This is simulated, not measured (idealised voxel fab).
The name of this process module is voxel air gaps.
Displayed cross-section: cut, width of 280 nm, square cells sized 5 nm.
Each cross-section below is a grid of square cells, stated as bands in top-down order, with one or more rows of cells making up each band.
Band: top height; bottom height; in nm. Then, left to right: material with width in nm, for each material. "all across": a single material spanning edge to edge. "empty": empty space.
Heads up on the height convention: 0 is the point under which the incoming wafer is all one material, and the lowest band has no bottom, it just keeps going down, like "0 nm and below".
The notation "30->40" denotes a width that varies across the rows of cells in the band, beginning at the first number in the top row, finishing at the second number in the bottom row, and changing by an identical amount from each row to the next.
The designation "remained the same", where it is given for a processing step, indicates that no cell of the cross-section was altered in the course of that step.
"Closed void list" enumerates empty spaces isolated from the top, with no open way to it, that contain at least 8 cells, giving each as width x height at distance from the left edge, all three in nm.
What comes after the settings on a step's line is commentary from the simulator itself on that step.
"overlay nm" denotes, for a step that has a mask, the displacement of the mask to the right of its planned place, with negative values corresponding to the left.
**Planned step list for the process**
- 1: RECEIVE (material Si)
- 2: CONFORMAL_DEP (material SiO2; thk nm 10)
- 3: CONFORMAL_DEP (material SiCN; thk nm 5)
- 4: DIRECTIONAL_DEP (material SiO2; thk nm 35)
- 5: MASKED_ETCH (tone open; mask id LINES; width nm 25; pitch nm 50; etch materials SiO2; depth nm 35; overlay nm 0)
- 6: CONFORMAL_DEP (material TiN; thk nm 5)
- 7: FILL_DEP (material Cu; thk nm 10)
- 8: CMP (height nm 50)
- 9: EPI (material Ru; thk nm 10)
- 10: SELECTIVE_ETCH (etch materials SiO2; depth nm 45)
- 11: CONFORMAL_DEP (material SiCN; thk nm 5)
**Incoming wafer in cross-section (state: after step 1)**
> 0 nm and below: Si all across
> Closed void list: none
**End-of-module cross-section of the first of two wafers, processed as planned**
> 65 nm to 60 nm: empty 35, then SiCN 205, then empty 40
> 60 nm to 50 nm: empty 35, then SiCN 5, then Ru 45, then SiCN 5, then Ru 45, then SiCN 5, then Ru 45, then SiCN 5, then Ru 45, then SiCN 5, then empty 40
> 50 nm to 45 nm: empty 35, then SiCN 15, then TiN 5, then Cu 15, then TiN 5, then SiCN 25, then TiN 5, then Cu 15, then TiN 5, then SiCN 25, then TiN 5, then Cu 15, then TiN 5, then SiCN 25, then TiN 5, then Cu 15, then TiN 5, then SiCN 15, then empty 40
> 45 nm to 20 nm: empty 45, then SiCN 5, then TiN 5, then Cu 15, then TiN 5, then SiCN 5, then empty 15, then SiCN 5, then TiN 5, then Cu 15, then TiN 5, then SiCN 5, then empty 15, then SiCN 5, then TiN 5, then Cu 15, then TiN 5, then SiCN 5, then empty 15, then SiCN 5, then TiN 5, then Cu 15, then TiN 5, then SiCN 5, then empty 50
> 20 nm to 15 nm: SiCN 50, then TiN 25, then SiCN 25, then TiN 25, then SiCN 25, then TiN 25, then SiCN 25, then TiN 25, then SiCN 55
> 15 nm to 10 nm: SiCN all across
> 10 nm to 0 nm: SiO2 all across
> 0 nm and below: Si all across
> Closed void list: 15 x 25 at 80; 15 x 25 at 130; 15 x 25 at 180
**Wafer two (of two), end-of-module cross-section: start = wafer one, plan = wafer one, one run mistake**
> 65 nm to 60 nm: empty 35, then SiCN 205, then empty 40
> 60 nm to 50 nm: empty 35, then SiCN 5, then Ru 45, then SiCN 5, then Ru 45, then SiCN 5, then Ru 45, then SiCN 5, then Ru 45, then SiCN 5, then empty 40
> 50 nm to 45 nm: empty 35, then SiCN 15, then TiN 5, then Cu 15, then TiN 5, then SiCN 25, then TiN 5, then Cu 15, then TiN 5, then SiCN 25, then TiN 5, then Cu 15, then TiN 5, then SiCN 25, then TiN 5, then Cu 15, then TiN 5, then SiCN 15, then empty 40
> 45 nm to 20 nm: empty 45, then SiCN 5, then TiN 5, then Cu 15, then TiN 5, then SiCN 5, then empty 15, then SiCN 5, then TiN 5, then Cu 15, then TiN 5, then SiCN 5, then empty 15, then SiCN 5, then TiN 5, then Cu 15, then TiN 5, then SiCN 5, then empty 15, then SiCN 5, then TiN 5, then Cu 15, then TiN 5, then SiCN 5, then empty 50
> 20 nm to 15 nm: empty 45, then SiCN 5, then TiN 25, then SiCN 5, then empty 15, then SiCN 5, then TiN 25, then SiCN 5, then empty 15, then SiCN 5, then TiN 25, then SiCN 5, then empty 15, then SiCN 5, then TiN 25, then SiCN 5, then empty 50
> 15 nm to 10 nm: empty 45, then SiCN 15, then SiO2 5, then SiCN 15, then empty 15, then SiCN 15, then SiO2 5, then SiCN 15, then empty 15, then SiCN 15, then SiO2 5, then SiCN 15, then empty 15, then SiCN 15, then SiO2 5, then SiCN 15, then empty 50
> 10 nm to 5 nm: SiCN 60, then SiO2 5, then SiCN 45, then SiO2 5, then SiCN 45, then SiO2 5, then SiCN 45, then SiO2 5, then SiCN 65
> 5 nm to 0 nm: SiCN all across
> 0 nm and below: Si all across
> Closed void list: 15 x 35 at 80; 15 x 35 at 130; 15 x 35 at 180
Here's what went sideways: steps 2 and 3 were swapped
Wafer comparison, final, in cells, second relative to first, materials more or fewer: SiCN +48; SiO2 -104
